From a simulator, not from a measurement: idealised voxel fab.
Process module heading - voxel spacer lines
Square cells of 5 nm make up the cross-section cut, whose width is 295 nm.
Cross-section spec: square-cell grid; bands listed top down; each band is one or more rows. The entry gives the band's vertical extent as a top height and a bottom height in nm, then its horizontal make-up as materials from left to right, each with a width in nm. "blank" stands for empty space; a single material marked "throughout" fills the band edge to edge. Beneath 0, the wafer as received is one material, and that level is where height counting begins. The lowest band goes on downward without a bottom; it is written like "0 nm and below". So if you see something like "30..40" for the width, read it as the top row of the band sitting at the first number and the bottom row at the second, with every row in between moving by the same amount as the last. Where the words "nothing different" appear for a step, the cross-section shows no cell changed by that step; every cell remained as before. The entry "Listed closed voids" lists the empty spaces that cover at least 8 cells and have no open path to the top. Each is written as width x height at distance, where the distance is measured from the left edge and all three values are in nm. after a step's settings: what the simulator itself notes on the step. If you see "overlay nm" on a step's line and that step has a mask, it's telling you how far right of where it was planned the mask ended up; a negative number means it went left instead.

PLAN
1: RECEIVE [material Si]
2: CONFORMAL_DEP [material Al2O3] [thk nm 5]
3: DIRECTIONAL_DEP [material polySi] [thk nm 10]
4: DIRECTIONAL_DEP [material aC] [thk nm 25]
5: PATTERN [tone cover] [mask id MANDREL] [material resist] [width nm 20] [pitch nm 60] [thk nm 35] [overlay nm -15]
6: DIRECTIONAL_ETCH [etch materials aC] [depth nm 25]
7: STRIP [etch materials resist]
8: CONFORMAL_DEP [material SiO2] [thk nm 10]
9: DIRECTIONAL_ETCH [etch materials SiO2] [depth nm 10]
10: STRIP [etch materials aC]
11: DIRECTIONAL_ETCH [etch materials polySi] [depth nm 10]
12: STRIP [etch materials SiO2]
13: FILL_DEP [material lowk] [thk nm 5]
14: CMP [height nm 15]
Every wafer here starts from the same state; it is the step 5 overlay nm that distinguishes them, and the value the plan gives belongs to the first wafer.

RECEIVED WAFERS, FIRST OF SEVERAL: CROSS-SECTION AFTER STEP 1
    0 nm and below = Si throughout
    Listed closed voids: none

TAKE A LOOK AT THE FIRST OF SEVERAL WAFERS IN CROSS-SECTION: THE MODULE IS DONE, AND STEP 14 WAS ITS LAST STEP
    15 nm to 5 nm = lowk (50), then polySi (10), then lowk (20), then polySi (10), then lowk (20), then polySi (10), then lowk (20), then polySi (10), then lowk (20), then polySi (10), then lowk (20), then polySi (10), then lowk (85)
    5 nm to 0 nm = Al2O3 throughout
    0 nm and below = Si throughout
    Listed closed voids: none

FINAL WAFER CROSS-SECTION AT MODULE END
    15 nm to 5 nm = lowk (80), then polySi (10), then lowk (20), then polySi (10), then lowk (20), then polySi (10), then lowk (20), then polySi (10), then lowk (20), then polySi (10), then lowk (20), then polySi (10), then lowk (55)
    5 nm to 0 nm = Al2O3 throughout
    0 nm and below = Si throughout
    Listed closed voids: none

GAINED (+) OR LOST (-) CELLS OF EACH MATERIAL SINCE RECEIPT, THEN CLOSED VOIDS: ONE ROW PER WAFER, AT THE END OF THE MODULE
overlay nm -15; +59 Al2O3; +94 lowk; +24 polySi; Listed closed voids: none
overlay nm -10; +59 Al2O3; +94 lowk; +24 polySi; Listed closed voids: none
overlay nm -5; +59 Al2O3; +94 lowk; +24 polySi; Listed closed voids: none
overlay nm 0; +59 Al2O3; +94 lowk; +24 polySi; Listed closed voids: none
overlay nm 5; +59 Al2O3; +94 lowk; +24 polySi; Listed closed voids: none
overlay nm 10; +59 Al2O3; +94 lowk; +24 polySi; Listed closed voids: none
overlay nm 15; +59 Al2O3; +94 lowk; +24 polySi; Listed closed voids: none
